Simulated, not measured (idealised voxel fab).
Process module heading - voxel spacer lines
Section shown: cut. Width: 300 nm. Cell size: 5 nm, square.
Bands, listed from the top down, are how a cross-section gets written in this document; the cross-section itself is a grid of square cells, and a band is one or more rows of them. Quick guide to a band line: top height, bottom height (nm) up front; then every material left to right with its width in nm. Only one material and it's marked "edge to edge"? Then it fills the band edge to edge. And "air" just means empty space. Convention: height 0 is the level below which the wafer, as received, is all one material. The lowest band does not terminate at the bottom but continues downward, represented as "top 0, no bottom". A two-number width, for instance "30->40", indicates that the width is equal to the first number in the top row of the band and to the second number in the bottom row, and that it changes by a constant amount per row of cells. Where the words "remained unchanged" appear for a step, the cross-section shows no cell changed by that step; every cell remained as before. Voids, sealed: empty space of 8 cells or more with no open way to the top, each as width x height at its distance from the left edge, in nm. It should be noted that, on the line of a given step, the content following the step's settings is a remark produced by the simulator itself with respect to that step. You can add "overlay nm" to a step's line. For a step with a mask, it describes how far the mask lay to the right of its planned position, and a negative number describes a lay to the left.

Set out below are the planned steps of the process:
1. RECEIVE: material Si
2. CONFORMAL_DEP: material Al2O3, thk nm 10
3. DIRECTIONAL_DEP: material TiN, thk nm 15
4. DIRECTIONAL_DEP: material aC, thk nm 30
5. PATTERN: tone cover, mask id MANDREL, material resist, width nm 20, pitch nm 60, thk nm 35, overlay nm 0
6. DIRECTIONAL_ETCH: etch materials aC, depth nm 30
7. STRIP: etch materials resist
8. CONFORMAL_DEP: material SiO2, thk nm 10
9. DIRECTIONAL_ETCH: etch materials SiO2, depth nm 10
10. STRIP: etch materials aC
11. DIRECTIONAL_ETCH: etch materials TiN, depth nm 15
12. STRIP: etch materials SiO2

First of the two wafers, run per plan:

The cross-section here shows the wafer as received, i.e. in its state after step 1:
top 0, no bottom: Si edge to edge
Voids, sealed: none

The wafer, seen in cross-section, after step 2:
top 10, bottom 0: Al2O3 edge to edge
Under 0: no change, same as before.

The wafer, seen in cross-section, after step 3:
top 25, bottom 10: TiN edge to edge
Under 10: no change, same as before.

The wafer, seen in cross-section, after step 4:
top 55, bottom 25: aC edge to edge
Under 25: no change, same as before.

The wafer, seen in cross-section, after step 5:
top 90, bottom 55: 80 air, 20 resist, 40 air, 20 resist, 40 air, 20 resist, 80 air
Under 55: no change, same as before.

The wafer, seen in cross-section, after step 6:
top 60, bottom 55: 80 air, 20 resist, 40 air, 20 resist, 40 air, 20 resist, 80 air
top 55, bottom 25: 80 air, 20 aC, 40 air, 20 aC, 40 air, 20 aC, 80 air
Under 25: no change, same as before.

The wafer, seen in cross-section, after step 7:
top 55, bottom 25: 80 air, 20 aC, 40 air, 20 aC, 40 air, 20 aC, 80 air
Under 25: no change, same as before.

The wafer, seen in cross-section, after step 8:
top 65, bottom 55: 70 air, 40 SiO2, 20 air, 40 SiO2, 20 air, 40 SiO2, 70 air
top 55, bottom 35: 70 air, 10 SiO2, 20 aC, 10 SiO2, 20 air, 10 SiO2, 20 aC, 10 SiO2, 20 air, 10 SiO2, 20 aC, 10 SiO2, 70 air
top 35, bottom 25: 80 SiO2, 20 aC, 40 SiO2, 20 aC, 40 SiO2, 20 aC, 80 SiO2
Under 25: no change, same as before.

The wafer, seen in cross-section, after step 9:
top 55, bottom 25: 70 air, 10 SiO2, 20 aC, 10 SiO2, 20 air, 10 SiO2, 20 aC, 10 SiO2, 20 air, 10 SiO2, 20 aC, 10 SiO2, 70 air
Under 25: no change, same as before.

The wafer, seen in cross-section, after step 10:
top 55, bottom 25: 70 air, 10 SiO2, 20 air, 10 SiO2, 20 air, 10 SiO2, 20 air, 10 SiO2, 20 air, 10 SiO2, 20 air, 10 SiO2, 70 air
Under 25: no change, same as before.

The wafer, seen in cross-section, after step 11:
top 55, bottom 25: 70 air, 10 SiO2, 20 air, 10 SiO2, 20 air, 10 SiO2, 20 air, 10 SiO2, 20 air, 10 SiO2, 20 air, 10 SiO2, 70 air
top 25, bottom 10: 70 air, 10 TiN, 20 air, 10 TiN, 20 air, 10 TiN, 20 air, 10 TiN, 20 air, 10 TiN, 20 air, 10 TiN, 70 air
Under 10: no change, same as before.

The wafer, seen in cross-section, after step 12:
top 25, bottom 10: 70 air, 10 TiN, 20 air, 10 TiN, 20 air, 10 TiN, 20 air, 10 TiN, 20 air, 10 TiN, 20 air, 10 TiN, 70 air
Under 10: no change, same as before.

The second wafer was prepared from the same starting point and under the same plan as the first; its processing contained one mistake, and it remains indistinguishable from the first wafer up to and including step 3:

X-section, second wafer, when step 4 was due to finish:
top 55, bottom 10: TiN edge to edge
Under 10: no change, same as before.

X-section, second wafer, when step 5 was due to finish:
top 90, bottom 55: 80 air, 20 resist, 40 air, 20 resist, 40 air, 20 resist, 80 air
Under 55: no change, same as before.

X-section, second wafer, when step 6 was due to finish:
top 60, bottom 55: 80 air, 20 resist, 40 air, 20 resist, 40 air, 20 resist, 80 air
Under 55: no change, same as before.

X-section, second wafer, when step 7 was due to finish:
top 55, bottom 10: TiN edge to edge
Under 10: no change, same as before.

X-section, second wafer, when step 8 was due to finish:
top 65, bottom 55: SiO2 edge to edge
Under 55: no change, same as before.

X-section, second wafer, when step 9 was due to finish:
top 55, bottom 10: TiN edge to edge
Under 10: no change, same as before.

X-section, second wafer, when step 10 was due to finish: remained unchanged

X-section, second wafer, when step 11 was due to finish:
top 40, bottom 10: TiN edge to edge
Under 10: no change, same as before.

X-section, second wafer, when step 12 was due to finish: remained unchanged
So what did we get wrong on this run? step 4 changed vs plan, executed as DIRECTIONAL_DEP: material TiN, thk nm 30
Per the end-of-run cell counts, the second wafer holds more or fewer of some materials than the first: 324 more of TiN
